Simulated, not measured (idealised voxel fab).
You're looking at the process module voxel wiring stack.
Displayed cross-section: cut, width of 150 nm, square cells sized 5 nm.
This document writes a cross-section as a grid whose cells are square, and gives it as bands, listed from the top down; one or more rows of cells form a band.
What a band's entry tells you: where the top is and where the bottom is, as heights in nm, and after that what lies inside, material by material from left to right, each with its width in nm. Empty space is written as the word "blank", and a single material marked with the word "throughout" occupies the band from edge to edge.
Below 0: as-received wafer, all one material; heights counted from there. Lowest band: no bottom, goes on down, written "z 0 and below".
Quick explanation for "30..40": the width changes in equal steps down the rows of cells, from the first number in the band's top row to the second number in its bottom row.
You'll sometimes find "nothing changed" written for a step, and that's the way of saying that nowhere in the cross-section did a cell change during that step.
For the entry "Unvented voids", the listed items are empty spaces with no open way to the top whose size is 8 cells or more; each item follows the pattern width x height at distance, where distance is from the left edge and all three are in nm.
The remark found on a step's line after its settings is issued by the simulator itself and pertains to that step.
The "overlay nm" setting may appear on a step's line; for a step that uses a mask, it gives how far to the right of its planned position the mask lay, and a negative value indicates the left.
Here's what the planned process steps look like
1. RECEIVE [material Si]
2. CONFORMAL_DEP [material SiO2] [thk nm 10]
3. DIRECTIONAL_DEP [material TiN] [thk nm 5]
4. DIRECTIONAL_DEP [material W] [thk nm 20]
5. MASKED_ETCH [tone cover] [mask id METAL_1] [width nm 20] [pitch nm 35] [etch materials W] [depth nm 20] [overlay nm 0]
6. MASKED_ETCH [tone cover] [mask id METAL_1] [width nm 20] [pitch nm 35] [etch materials TiN] [depth nm 5] [overlay nm 0]
7. FILL_DEP [material lowk] [thk nm 10]
8. CMP [height nm 35]
9. CONFORMAL_DEP [material SiCN] [thk nm 5]
10. DIRECTIONAL_DEP [material SiO2] [thk nm 20]
11. MASKED_ETCH [tone open] [mask id PLUG_1] [width nm 15] [etch materials SiO2] [depth nm 20] [overlay nm 0]
12. MASKED_ETCH [tone open] [mask id PLUG_1] [width nm 15] [etch materials SiCN] [depth nm 5] [overlay nm 0]
13. CONFORMAL_DEP [material TiN] [thk nm 5]
14. FILL_DEP [material Ru] [thk nm 5]
15. CMP [height nm 60]
16. CONFORMAL_DEP [material SiCN] [thk nm 5]
17. DIRECTIONAL_DEP [material lowk] [thk nm 25]
18. DIRECTIONAL_DEP [material aC] [thk nm 10]
19. PATTERN [tone open] [mask id METAL_2] [material resist] [width nm 20] [pitch nm 35] [thk nm 25] [overlay nm 0]
20. DIRECTIONAL_ETCH [etch materials aC] [depth nm 10]
21. STRIP [etch materials resist]
22. DIRECTIONAL_ETCH [etch materials lowk] [depth nm 25]
23. DIRECTIONAL_ETCH [etch materials SiCN] [depth nm 5]
24. STRIP [etch materials aC]
25. CONFORMAL_DEP [material TiN] [thk nm 5]
26. FILL_DEP [material Ru] [thk nm 5]
27. CMP [height nm 90]
28. EPI [material Ru] [thk nm 5]
29. FILL_DEP [material SiCN] [thk nm 5]
First of two wafers, processed according to plan
Cross-section of the wafer at receipt, which is the condition after step 1
* z 0 and below = Si throughout
* Unvented voids: none
After step 2, in cross-section
* z 10 to 0 = SiO2 throughout
* All layers under 0 are left as they were.
After step 3, in cross-section
* z 15 to 10 = TiN throughout
* All layers under 10 are left as they were.
After step 4, in cross-section
* z 35 to 15 = W throughout
* All layers under 15 are left as they were.
After step 5, in cross-section
* z 35 to 15 = blank: 45 | W: 20 | blank: 15 | W: 20 | blank: 50
* All layers under 15 are left as they were.
After step 6, in cross-section
* z 35 to 15 = blank: 45 | W: 20 | blank: 15 | W: 20 | blank: 50
* z 15 to 10 = blank: 45 | TiN: 20 | blank: 15 | TiN: 20 | blank: 50
* All layers under 10 are left as they were.
After step 7, in cross-section
* z 45 to 35 = lowk throughout
* z 35 to 15 = lowk: 45 | W: 20 | lowk: 15 | W: 20 | lowk: 50
* z 15 to 10 = lowk: 45 | TiN: 20 | lowk: 15 | TiN: 20 | lowk: 50
* All layers under 10 are left as they were.
After step 8, in cross-section
* z 35 to 15 = lowk: 45 | W: 20 | lowk: 15 | W: 20 | lowk: 50
* All layers under 15 are left as they were.
After step 9, in cross-section
* z 40 to 35 = SiCN throughout
* All layers under 35 are left as they were.
After step 10, in cross-section
* z 60 to 40 = SiO2 throughout
* All layers under 40 are left as they were.
After step 11, in cross-section
* z 60 to 40 = SiO2: 45 | blank: 15 | SiO2: 90
* All layers under 40 are left as they were.
After step 12, in cross-section
* z 60 to 40 = SiO2: 45 | blank: 15 | SiO2: 90
* z 40 to 35 = SiCN: 45 | blank: 15 | SiCN: 90
* All layers under 35 are left as they were.
After step 13, in cross-section
* z 65 to 60 = TiN: 50 | blank: 5 | TiN: 95
* z 60 to 40 = SiO2: 45 | TiN: 5 | blank: 5 | TiN: 5 | SiO2: 90
* z 40 to 35 = SiCN: 45 | TiN: 15 | SiCN: 90
* All layers under 35 are left as they were.
After step 14, in cross-section
* z 70 to 65 = Ru throughout
* z 65 to 60 = TiN: 50 | Ru: 5 | TiN: 95
* z 60 to 40 = SiO2: 45 | TiN: 5 | Ru: 5 | TiN: 5 | SiO2: 90
* All layers under 40 are left as they were.
After step 15, in cross-section
* z 60 to 40 = SiO2: 45 | TiN: 5 | Ru: 5 | TiN: 5 | SiO2: 90
* All layers under 40 are left as they were.
After step 16, in cross-section
* z 65 to 60 = SiCN throughout
* All layers under 60 are left as they were.
After step 17, in cross-section
* z 90 to 65 = lowk throughout
* All layers under 65 are left as they were.
After step 18, in cross-section
* z 100 to 90 = aC throughout
* All layers under 90 are left as they were.
After step 19, in cross-section
* z 125 to 100 = resist: 45 | blank: 20 | resist: 15 | blank: 20 | resist: 50
* All layers under 100 are left as they were.
After step 20, in cross-section
* z 115 to 100 = resist: 45 | blank: 20 | resist: 15 | blank: 20 | resist: 50
* z 100 to 90 = aC: 45 | blank: 20 | aC: 15 | blank: 20 | aC: 50
* All layers under 90 are left as they were.
After step 21, in cross-section
* z 100 to 90 = aC: 45 | blank: 20 | aC: 15 | blank: 20 | aC: 50
* All layers under 90 are left as they were.
After step 22, in cross-section
* z 100 to 90 = aC: 45 | blank: 20 | aC: 15 | blank: 20 | aC: 50
* z 90 to 65 = lowk: 45 | blank: 20 | lowk: 15 | blank: 20 | lowk: 50
* All layers under 65 are left as they were.
After step 23, in cross-section
* z 100 to 90 = aC: 45 | blank: 20 | aC: 15 | blank: 20 | aC: 50
* z 90 to 65 = lowk: 45 | blank: 20 | lowk: 15 | blank: 20 | lowk: 50
* z 65 to 60 = SiCN: 45 | blank: 20 | SiCN: 15 | blank: 20 | SiCN: 50
* All layers under 60 are left as they were.
After step 24, in cross-section
* z 90 to 65 = lowk: 45 | blank: 20 | lowk: 15 | blank: 20 | lowk: 50
* All layers under 65 are left as they were.
After step 25, in cross-section
* z 95 to 90 = TiN: 50 | blank: 10 | TiN: 25 | blank: 10 | TiN: 55
* z 90 to 65 = lowk: 45 | TiN: 5 | blank: 10 | TiN: 5 | lowk: 15 | TiN: 5 | blank: 10 | TiN: 5 | lowk: 50
* z 65 to 60 = SiCN: 45 | TiN: 20 | SiCN: 15 | TiN: 20 | SiCN: 50
* All layers under 60 are left as they were.
After step 26, in cross-section
* z 100 to 95 = Ru throughout
* z 95 to 90 = TiN: 50 | Ru: 10 | TiN: 25 | Ru: 10 | TiN: 55
* z 90 to 65 = lowk: 45 | TiN: 5 | Ru: 10 | TiN: 5 | lowk: 15 | TiN: 5 | Ru: 10 | TiN: 5 | lowk: 50
* All layers under 65 are left as they were.
After step 27, in cross-section
* z 90 to 65 = lowk: 45 | TiN: 5 | Ru: 10 | TiN: 5 | lowk: 15 | TiN: 5 | Ru: 10 | TiN: 5 | lowk: 50
* All layers under 65 are left as they were.
After step 28, in cross-section
* z 95 to 90 = blank: 40 | Ru: 30 | blank: 5 | Ru: 30 | blank: 45
* All layers under 90 are left as they were.
After step 29, in cross-section
* z 100 to 95 = SiCN throughout
* z 95 to 90 = SiCN: 40 | Ru: 30 | SiCN: 5 | Ru: 30 | SiCN: 45
* All layers under 90 are left as they were.
The second wafer: identical to the first at the outset and in its planned sequence, differing only in that one mistake was made during processing; up to and including step 8, its path is the first wafer's path
Second wafer: cross-section at the scheduled end of step 9
* z 55 to 35 = SiO2 throughout
* All layers under 35 are left as they were.
Second wafer: cross-section at the scheduled end of step 10
* z 60 to 55 = SiCN throughout
* All layers under 55 are left as they were.
Second wafer: cross-section at the scheduled end of step 11: nothing changed
Second wafer: cross-section at the scheduled end of step 12
* z 60 to 55 = SiCN: 45 | blank: 15 | SiCN: 90
* All layers under 55 are left as they were.
Second wafer: cross-section at the scheduled end of step 13
* z 65 to 60 = TiN: 50 | blank: 5 | TiN: 95
* z 60 to 55 = SiCN: 45 | TiN: 15 | SiCN: 90
* All layers under 55 are left as they were.
Second wafer: cross-section at the scheduled end of step 14
* z 70 to 65 = Ru throughout
* z 65 to 60 = TiN: 50 | Ru: 5 | TiN: 95
* All layers under 60 are left as they were.
Second wafer: cross-section at the scheduled end of step 15
* z 60 to 55 = SiCN: 45 | TiN: 15 | SiCN: 90
* All layers under 55 are left as they were.
Second wafer: cross-section at the scheduled end of step 16
* z 65 to 60 = SiCN throughout
* All layers under 60 are left as they were.
Second wafer: cross-section at the scheduled end of step 17
* z 90 to 65 = lowk throughout
* All layers under 65 are left as they were.
Second wafer: cross-section at the scheduled end of step 18
* z 100 to 90 = aC throughout
* All layers under 90 are left as they were.
Second wafer: cross-section at the scheduled end of step 19
* z 125 to 100 = resist: 45 | blank: 20 | resist: 15 | blank: 20 | resist: 50
* All layers under 100 are left as they were.
Second wafer: cross-section at the scheduled end of step 20
* z 115 to 100 = resist: 45 | blank: 20 | resist: 15 | blank: 20 | resist: 50
* z 100 to 90 = aC: 45 | blank: 20 | aC: 15 | blank: 20 | aC: 50
* All layers under 90 are left as they were.
Second wafer: cross-section at the scheduled end of step 21
* z 100 to 90 = aC: 45 | blank: 20 | aC: 15 | blank: 20 | aC: 50
* All layers under 90 are left as they were.
Second wafer: cross-section at the scheduled end of step 22
* z 100 to 90 = aC: 45 | blank: 20 | aC: 15 | blank: 20 | aC: 50
* z 90 to 65 = lowk: 45 | blank: 20 | lowk: 15 | blank: 20 | lowk: 50
* All layers under 65 are left as they were.
Second wafer: cross-section at the scheduled end of step 23
* z 100 to 90 = aC: 45 | blank: 20 | aC: 15 | blank: 20 | aC: 50
* z 90 to 65 = lowk: 45 | blank: 20 | lowk: 15 | blank: 20 | lowk: 50
* z 65 to 60 = SiCN: 45 | blank: 20 | SiCN: 15 | blank: 20 | SiCN: 50
* All layers under 60 are left as they were.
Second wafer: cross-section at the scheduled end of step 24
* z 90 to 65 = lowk: 45 | blank: 20 | lowk: 15 | blank: 20 | lowk: 50
* All layers under 65 are left as they were.
Second wafer: cross-section at the scheduled end of step 25
* z 95 to 90 = TiN: 50 | blank: 10 | TiN: 25 | blank: 10 | TiN: 55
* z 90 to 65 = lowk: 45 | TiN: 5 | blank: 10 | TiN: 5 | lowk: 15 | TiN: 5 | blank: 10 | TiN: 5 | lowk: 50
* z 65 to 60 = SiCN: 45 | TiN: 20 | SiCN: 15 | TiN: 20 | SiCN: 50
* All layers under 60 are left as they were.
Second wafer: cross-section at the scheduled end of step 26
* z 100 to 95 = Ru throughout
* z 95 to 90 = TiN: 50 | Ru: 10 | TiN: 25 | Ru: 10 | TiN: 55
* z 90 to 65 = lowk: 45 | TiN: 5 | Ru: 10 | TiN: 5 | lowk: 15 | TiN: 5 | Ru: 10 | TiN: 5 | lowk: 50
* All layers under 65 are left as they were.
Second wafer: cross-section at the scheduled end of step 27
* z 90 to 65 = lowk: 45 | TiN: 5 | Ru: 10 | TiN: 5 | lowk: 15 | TiN: 5 | Ru: 10 | TiN: 5 | lowk: 50
* All layers under 65 are left as they were.
Second wafer: cross-section at the scheduled end of step 28
* z 95 to 90 = blank: 40 | Ru: 30 | blank: 5 | Ru: 30 | blank: 45
* All layers under 90 are left as they were.
Second wafer: cross-section at the scheduled end of step 29
* z 100 to 95 = SiCN throughout
* z 95 to 90 = SiCN: 40 | Ru: 30 | SiCN: 5 | Ru: 30 | SiCN: 45
* All layers under 90 are left as they were.
So what did we get wrong on this run? contrary to the plan, steps 9 and 10 were processed in exchanged order
Upon completion, the second wafer contains, in terms of cells, a greater or smaller amount of certain materials than the first wafer: 4 fewer of Ru; 12 more of SiO2; 8 fewer of TiN
